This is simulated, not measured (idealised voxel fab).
Name of the process module below: voxel transistor to metal
The cross-section on display is named cut; it measures 300 nm wide, and its cells are 5 nm squares.
If you're reading a cross-section in this doc, picture square cells in a grid; it comes to you as bands, top ones listed first down to the bottom, and a band can be one or more rows of cells. Quick guide to a band line: top height, bottom height (nm) up front; then every material left to right with its width in nm. Only one material and it's marked "throughout"? Then it fills the band edge to edge. And "air" just means empty space. Height datum 0, below which the as-received substrate wafer is one material. Lowest band open at the bottom, running downward: "0 down". You'd read "30->40" like this: the band's top row of cells is as wide as the first number, its bottom row is as wide as the second, and going down, every row changes width by the same amount as the row before did. What does "identical to before" mean for a step? It means no cell of the cross-section changed in that step. In "Sealed void listing" the enclosed voids are listed, meaning empty spaces of 8 cells or larger without any opening to the top. The form is width x height at distance, distance from the left edge, units nm. On a step's line, text after the settings is the simulator commenting on that step. overlay nm: how far to the right of its planned place the mask lay on this masked step (negative: to the left).

-- The following list gives the planned process steps
1,op RECEIVE | material Si
2,op OXIDIZE | depth nm 5
3,op CONFORMAL_DEP | material SiN | thk nm 15
4,op MASKED_ETCH | tone cover | mask id ACTIVE | width nm 105 | pitch nm 130 | etch materials SiN | depth nm 15 | overlay nm 0
5,op MASKED_ETCH | tone cover | mask id ACTIVE | width nm 105 | pitch nm 130 | etch materials SiO2 | depth nm 5 | overlay nm 0
6,op MASKED_ETCH | tone cover | mask id ACTIVE | width nm 105 | pitch nm 130 | etch materials Si | depth nm 20 | overlay nm 0
7,op FILL_DEP | material SiO2 | thk nm 10
8,op CMP | height nm 15
9,op SELECTIVE_ETCH | etch materials SiO2 | depth nm 5
10,op STRIP | etch materials SiN
11,op SELECTIVE_ETCH | etch materials SiO2 | depth nm 5
12,op OXIDIZE | depth nm 5
13,op DIRECTIONAL_DEP | material polySi | thk nm 30
14,op DIRECTIONAL_DEP | material SiCN | thk nm 10
15,op PATTERN | tone cover | mask id GATE | material resist | width nm 15 | pitch nm 130 | thk nm 20 | overlay nm 0
16,op DIRECTIONAL_ETCH | etch materials SiCN | depth nm 20
17,op DIRECTIONAL_ETCH | etch materials polySi | depth nm 40
18,op STRIP | etch materials resist
19,op CONFORMAL_DEP | material SiN | thk nm 10
20,op DIRECTIONAL_ETCH | etch materials SiN | depth nm 10
21,op DIRECTIONAL_ETCH | etch materials SiO2 | depth nm 5
22,op DIRECTIONAL_ETCH | etch materials Si | depth nm 10
23,op EPI | material SiGe | thk nm 15
24,op FILL_DEP | material SiO2 | thk nm 10
25,op CMP | height nm 35
26,op DIRECTIONAL_DEP | material SiO2 | thk nm 15
27,op PATTERN | tone open | mask id CONTACT | material resist | width nm 20 | thk nm 20 | overlay nm 0
28,op DIRECTIONAL_ETCH | etch materials SiO2 | depth nm 45
29,op STRIP | etch materials resist
30,op CONFORMAL_DEP | material TiN | thk nm 5
31,op FILL_DEP | material W | thk nm 5
32,op CMP | height nm 50
33,op DIRECTIONAL_DEP | material TiN | thk nm 5
34,op DIRECTIONAL_DEP | material W | thk nm 20
35,op MASKED_ETCH | tone cover | mask id METAL_1 | width nm 20 | etch materials W | depth nm 20 | overlay nm 0
36,op MASKED_ETCH | tone cover | mask id METAL_1 | width nm 20 | etch materials TiN | depth nm 5 | overlay nm 0
37,op FILL_DEP | material SiO2 | thk nm 5
38,op CMP | height nm 75
39,op CONFORMAL_DEP | material SiCN | thk nm 5
40,op DIRECTIONAL_DEP | material lowk | thk nm 30
41,op DIRECTIONAL_DEP | material aC | thk nm 10
42,op PATTERN | tone open | mask id METAL_2 | material resist | width nm 20 | pitch nm 130 | thk nm 30 | overlay nm 0
43,op DIRECTIONAL_ETCH | etch materials aC | depth nm 10
44,op STRIP | etch materials resist
45,op DIRECTIONAL_ETCH | etch materials lowk | depth nm 15
46,op STRIP | etch materials aC
47,op DIRECTIONAL_DEP | material aC | thk nm 10
48,op PATTERN | tone open | mask id METAL_2_HOLES | material resist | width nm 15 | pitch nm 130 | thk nm 25 | overlay nm 0
49,op DIRECTIONAL_ETCH | etch materials aC | depth nm 10
50,op STRIP | etch materials resist
51,op DIRECTIONAL_ETCH | etch materials lowk | depth nm 15
52,op DIRECTIONAL_ETCH | etch materials SiCN | depth nm 5
53,op STRIP | etch materials aC
54,op CONFORMAL_DEP | material TiN | thk nm 5
55,op FILL_DEP | material Cu | thk nm 10
56,op CMP | height nm 110
57,op CONFORMAL_DEP | material SiCN | thk nm 5

-- Cross-section: wafer on arrival = after step 1
* 0 down | Si throughout
* Sealed void listing: none

-- The cross-section shown corresponds to the wafer at the conclusion of the module. The initial structure and the process plan are those presented above; however, one mistake occurred in executing the plan
* 130 to 125 | SiCN throughout
* 125 to 115 | Cu throughout
* 115 to 110 | TiN (40); Cu (10); TiN (120); Cu (10); TiN (120)
* 110 to 100 | lowk (35); TiN (5); Cu (10); TiN (5); lowk (110); TiN (5); Cu (10); TiN (5); lowk (115)
* 100 to 95 | lowk (35); TiN (5); Cu (5); TiN (10); lowk (110); TiN (5); Cu (5); TiN (10); lowk (115)
* 95 to 80 | lowk (35); TiN (5); Cu (5); TiN (5); lowk (115); TiN (5); Cu (5); TiN (5); lowk (120)
* 80 to 75 | SiCN (35); TiN (15); SiCN (115); TiN (15); SiCN (120)
* 75 to 55 | SiO2 (35); W (20); SiO2 (55); W (20); SiO2 (35); W (20); SiO2 (55); W (20); SiO2 (40)
* 55 to 50 | SiO2 (35); TiN (20); SiO2 (55); TiN (20); SiO2 (35); TiN (20); SiO2 (55); TiN (20); SiO2 (40)
* 50 to 35 | SiO2 (35); TiN (5); W (10); TiN (5); SiO2 (55); TiN (5); W (10); TiN (5); SiO2 (35); TiN (5); W (10); TiN (5); SiO2 (55); TiN (5); W (10); TiN (5); SiO2 (40)
* 35 to 25 | SiO2 (35); TiN (5); W (10); TiN (5); SiO2 (10); SiN (10); SiCN (15); SiN (10); SiO2 (10); TiN (5); W (10); TiN (5); SiO2 (35); TiN (5); W (10); TiN (5); SiO2 (10); SiN (10); SiCN (15); SiN (10); SiO2 (10); TiN (5); W (10); TiN (5); SiO2 (40)
* 25 to 10 | SiO2 (35); TiN (5); W (10); TiN (5); SiO2 (10); SiN (10); polySi (15); SiN (10); SiO2 (10); TiN (5); W (10); TiN (5); SiO2 (35); TiN (5); W (10); TiN (5); SiO2 (10); SiN (10); polySi (15); SiN (10); SiO2 (10); TiN (5); W (10); TiN (5); SiO2 (40)
* 10 to 5 | SiO2 (35); TiN (20); SiO2 (10); SiN (10); polySi (15); SiN (10); SiO2 (10); TiN (20); SiO2 (35); TiN (20); SiO2 (10); SiN (10); polySi (15); SiN (10); SiO2 (10); TiN (20); SiO2 (40)
* 5 to -5 | SiO2 (25); SiN (10); SiGe (30); SiN (10); polySi (15); SiN (10); SiGe (30); SiN (10); SiO2 (15); SiN (10); SiGe (30); SiN (10); polySi (15); SiN (10); SiGe (30); SiN (10); SiO2 (30)
* -5 to -10 | SiO2 (35); SiGe (30); SiO2 (35); SiGe (30); SiO2 (35); SiGe (30); SiO2 (35); SiGe (30); SiO2 (40)
* -10 to -20 | SiO2 (30); Si (5); SiGe (30); Si (35); SiGe (30); Si (5); SiO2 (25); Si (5); SiGe (30); Si (35); SiGe (30); Si (5); SiO2 (35)
* -20 to -25 | SiO2 (30); Si (105); SiO2 (25); Si (105); SiO2 (35)
* -25 down | Si throughout
* Sealed void listing: none
What was done differently from what was planned? step 56 of the plan got skipped, so it never ran
